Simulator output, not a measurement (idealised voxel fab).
process module | voxel trench capacitor
cross-section cut | 285 nm wide | cells 5 nm
A cross-section is a grid of square cells, given in bands from the top down. A band is one or more rows of cells.
Each band's line starts with the height of the band's top and of its bottom, in nm. Then come its materials from left to right, each with its width in nm. One material with "throughout" fills the band from edge to edge. "air" is empty space.
Height 0 is the level under which the wafer as received is all one material. The lowest band goes on downwards, as in "0 down".
A width such as "30 to 40" changes by the same amount from each row of cells to the next, from the band's top row to its bottom row.
"no change" after a step means that no cell of the cross-section changed.
closed voids: empty space of 8 cells or more with no open way to the top, each as width x height at its distance from the left edge, in nm
after a step's settings: what the simulator itself notes on the step
overlay nm, on a step with a mask: how far to the right of its planned place the mask lay; to the left if negative
plan
1 op RECEIVE | material Si
2 op CONFORMAL_DEP | material SiN | thk nm 10
3 op PATTERN | tone open | mask id TRENCH | material resist | width nm 25 | pitch nm 55 | thk nm 20 | overlay nm 0
4 op DIRECTIONAL_ETCH | etch materials SiN | depth nm 10
5 op DIRECTIONAL_ETCH | etch materials Si | depth nm 40
6 op STRIP | etch materials resist
7 op CONFORMAL_DEP | material HfO2 | thk nm 5
8 op CONFORMAL_DEP | material TiN | thk nm 5
9 op FILL_DEP | material W | thk nm 10
10 op CMP | height nm 10
first wafer, as planned
as received, after step 1
  0 down: Si throughout
  closed voids: none
after step 2
  10 to 0: SiN throughout
  below 0: unchanged
after step 3
  30 to 10: resist 100 | air 25 | resist 30 | air 25 | resist 105
  below 10: unchanged
after step 4
  30 to 10: resist 100 | air 25 | resist 30 | air 25 | resist 105
  10 to 0: SiN 100 | air 25 | SiN 30 | air 25 | SiN 105
  below 0: unchanged
after step 5
  30 to 10: resist 100 | air 25 | resist 30 | air 25 | resist 105
  10 to 0: SiN 100 | air 25 | SiN 30 | air 25 | SiN 105
  0 to -40: Si 100 | air 25 | Si 30 | air 25 | Si 105
  below -40: unchanged
after step 6
  10 to 0: SiN 100 | air 25 | SiN 30 | air 25 | SiN 105
  below 0: unchanged
after step 7
  15 to 10: HfO2 105 | air 15 | HfO2 40 | air 15 | HfO2 110
  10 to 0: SiN 100 | HfO2 5 | air 15 | HfO2 5 | SiN 30 | HfO2 5 | air 15 | HfO2 5 | SiN 105
  0 to -35: Si 100 | HfO2 5 | air 15 | HfO2 5 | Si 30 | HfO2 5 | air 15 | HfO2 5 | Si 105
  -35 to -40: Si 100 | HfO2 25 | Si 30 | HfO2 25 | Si 105
  below -40: unchanged
after step 8
  20 to 15: TiN 110 | air 5 | TiN 50 | air 5 | TiN 115
  15 to 10: HfO2 105 | TiN 5 | air 5 | TiN 5 | HfO2 40 | TiN 5 | air 5 | TiN 5 | HfO2 110
  10 to 0: SiN 100 | HfO2 5 | TiN 5 | air 5 | TiN 5 | HfO2 5 | SiN 30 | HfO2 5 | TiN 5 | air 5 | TiN 5 | HfO2 5 | SiN 105
  0 to -30: Si 100 | HfO2 5 | TiN 5 | air 5 | TiN 5 | HfO2 5 | Si 30 | HfO2 5 | TiN 5 | air 5 | TiN 5 | HfO2 5 | Si 105
  -30 to -35: Si 100 | HfO2 5 | TiN 15 | HfO2 5 | Si 30 | HfO2 5 | TiN 15 | HfO2 5 | Si 105
  below -35: unchanged
after step 9
  30 to 20: W throughout
  20 to 15: TiN 110 | W 5 | TiN 50 | W 5 | TiN 115
  15 to 10: HfO2 105 | TiN 5 | W 5 | TiN 5 | HfO2 40 | TiN 5 | W 5 | TiN 5 | HfO2 110
  10 to 0: SiN 100 | HfO2 5 | TiN 5 | W 5 | TiN 5 | HfO2 5 | SiN 30 | HfO2 5 | TiN 5 | W 5 | TiN 5 | HfO2 5 | SiN 105
  0 to -30: Si 100 | HfO2 5 | TiN 5 | W 5 | TiN 5 | HfO2 5 | Si 30 | HfO2 5 | TiN 5 | W 5 | TiN 5 | HfO2 5 | Si 105
  below -30: unchanged
after step 10
  10 to 0: SiN 100 | HfO2 5 | TiN 5 | W 5 | TiN 5 | HfO2 5 | SiN 30 | HfO2 5 | TiN 5 | W 5 | TiN 5 | HfO2 5 | SiN 105
  below 0: unchanged
second wafer: like start, like plan, one mistake. Through step 1 it matches the first wafer
when step 2 should have ended
  10 to 0: W throughout
  below 0: unchanged
when step 3 should have ended
  30 to 10: resist 100 | air 25 | resist 30 | air 25 | resist 105
  below 10: unchanged
when step 4 should have ended: no change
when step 5 should have ended: no change
when step 6 should have ended
  10 to 0: W throughout
  below 0: unchanged
when step 7 should have ended
  15 to 10: HfO2 throughout
  below 10: unchanged
when step 8 should have ended
  20 to 15: TiN throughout
  below 15: unchanged
when step 9 should have ended
  30 to 20: W throughout
  below 20: unchanged
when step 10 should have ended
  10 to 0: W throughout
  below 0: unchanged
what went wrong: step 2 ran as: op CONFORMAL_DEP | material W | thk nm 10
at the end the second wafer has, in cells: 46 fewer of HfO2 | 80 more of Si | 94 fewer of SiN | 38 fewer of TiN | 98 more of W
